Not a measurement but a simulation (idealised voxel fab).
Herein follows the process module entitled voxel capacitor over wiring.
The figure presents cross-section cut, which has a width of 270 nm and is divided into square cells with an edge length of 5 nm.
In this document a cross-section is written as a grid of square cells. It is given as a series of bands, listed from the top down, and a band is one or more rows of cells. Band: top height; bottom height; in nm. Then, left to right: material with width in nm, for each material. "throughout": a single material spanning edge to edge. "empty": empty space. Below 0: as-received wafer, all one material; heights counted from there. Lowest band: no bottom, goes on down, written "0 down". Note: "30->40" means the width goes from the first number (top row of the band) to the second number (bottom row) in equal steps per row of cells. "nothing was modified" after a step means that no cell of the cross-section changed. Under "Trapped voids" you'll find the enclosed gaps, the ones with no way out to the top, that are 8 cells or bigger; each reads width x height at distance, with distance counted from the left edge, everything in nm. On a step's line, text after the settings is the simulator commenting on that step. If you see "overlay nm" on a step's line and that step has a mask, it's telling you how far right of where it was planned the mask ended up; a negative number means it went left instead.

**So here's the lineup of process steps we planned**
step 1: RECEIVE,material Si
step 2: CONFORMAL_DEP,material SiO2,thk nm 15
step 3: DIRECTIONAL_DEP,material TiN,thk nm 5
step 4: DIRECTIONAL_DEP,material Ru,thk nm 25
step 5: PATTERN,tone cover,mask id METAL_1,material resist,width nm 20,pitch nm 75,thk nm 15,overlay nm 0
step 6: DIRECTIONAL_ETCH,etch materials Ru,depth nm 25
step 7: DIRECTIONAL_ETCH,etch materials TiN,depth nm 5
step 8: STRIP,etch materials resist
step 9: CONFORMAL_DEP,material SiN,thk nm 5
step 10: FILL_DEP,material lowk,thk nm 10
step 11: CMP,height nm 45
step 12: CONFORMAL_DEP,material SiCN,thk nm 5
step 13: DIRECTIONAL_DEP,material lowk,thk nm 10
step 14: DIRECTIONAL_DEP,material aC,thk nm 10
step 15: PATTERN,tone open,mask id PLUG_1,material resist,width nm 15,thk nm 25,overlay nm 0
step 16: DIRECTIONAL_ETCH,etch materials aC,depth nm 10
step 17: STRIP,etch materials resist
step 18: DIRECTIONAL_ETCH,etch materials lowk,depth nm 10
step 19: DIRECTIONAL_ETCH,etch materials SiCN,depth nm 5
step 20: STRIP,etch materials aC
step 21: CONFORMAL_DEP,material TiN,thk nm 5
step 22: FILL_DEP,material Ru,thk nm 10
step 23: CMP,height nm 60
step 24: DIRECTIONAL_DEP,material TiN,thk nm 10
step 25: DIRECTIONAL_DEP,material SiN,thk nm 5
step 26: DIRECTIONAL_DEP,material TiN,thk nm 10
step 27: PATTERN,tone cover,mask id UPPER_PLATE,material resist,width nm 60,thk nm 20,overlay nm 0
step 28: DIRECTIONAL_ETCH,etch materials TiN,depth nm 10
step 29: DIRECTIONAL_ETCH,etch materials SiN,depth nm 5
step 30: STRIP,etch materials resist
step 31: MASKED_ETCH,tone cover,mask id LOWER_PLATE,width nm 70,etch materials TiN,depth nm 10,overlay nm 0
step 32: FILL_DEP,material SiO2,thk nm 20
step 33: CMP,height nm 100
step 34: DIRECTIONAL_DEP,material aC,thk nm 10
step 35: PATTERN,tone open,mask id PLUG_2,material resist,width nm 15,thk nm 25,overlay nm 0
step 36: DIRECTIONAL_ETCH,etch materials aC,depth nm 10
step 37: STRIP,etch materials resist
step 38: DIRECTIONAL_ETCH,etch materials SiO2,depth nm 15
step 39: STRIP,etch materials aC
step 40: CONFORMAL_DEP,material TiN,thk nm 5
step 41: FILL_DEP,material Ru,thk nm 10
step 42: CMP,height nm 100
step 43: CONFORMAL_DEP,material SiN,thk nm 5

**Wafer at receipt (post step 1), cross-section**
- 0 down  Si throughout
- Trapped voids: none

**Final wafer profile in cross-section after the module, from the same start and plan as above, with one mistake made during processing**
- 105 to 100  SiN throughout
- 100 to 90  SiO2=100, then SiN=5, then Ru=5, then SiN=5, then SiO2=155
- 90 to 85  SiO2=100, then SiN=15, then SiO2=155
- 85 to 75  SiO2=90, then TiN=60, then SiO2=120
- 75 to 70  SiO2=90, then SiN=60, then SiO2=120
- 70 to 60  SiO2=85, then TiN=70, then SiO2=115
- 60 to 50  lowk=90, then TiN=5, then Ru=5, then TiN=5, then lowk=165
- 50 to 45  SiCN=90, then TiN=15, then SiCN=165
- 45 to 20  lowk=80, then SiN=5, then Ru=20, then SiN=5, then lowk=45, then SiN=5, then Ru=20, then SiN=5, then lowk=85
- 20 to 15  SiN=85, then TiN=20, then SiN=55, then TiN=20, then SiN=90
- 15 to 0  SiO2 throughout
- 0 down  Si throughout
- Trapped voids: none
What broke from the plan during processing? off-plan run, step 40, actual operation and settings CONFORMAL_DEP,material SiN,thk nm 5
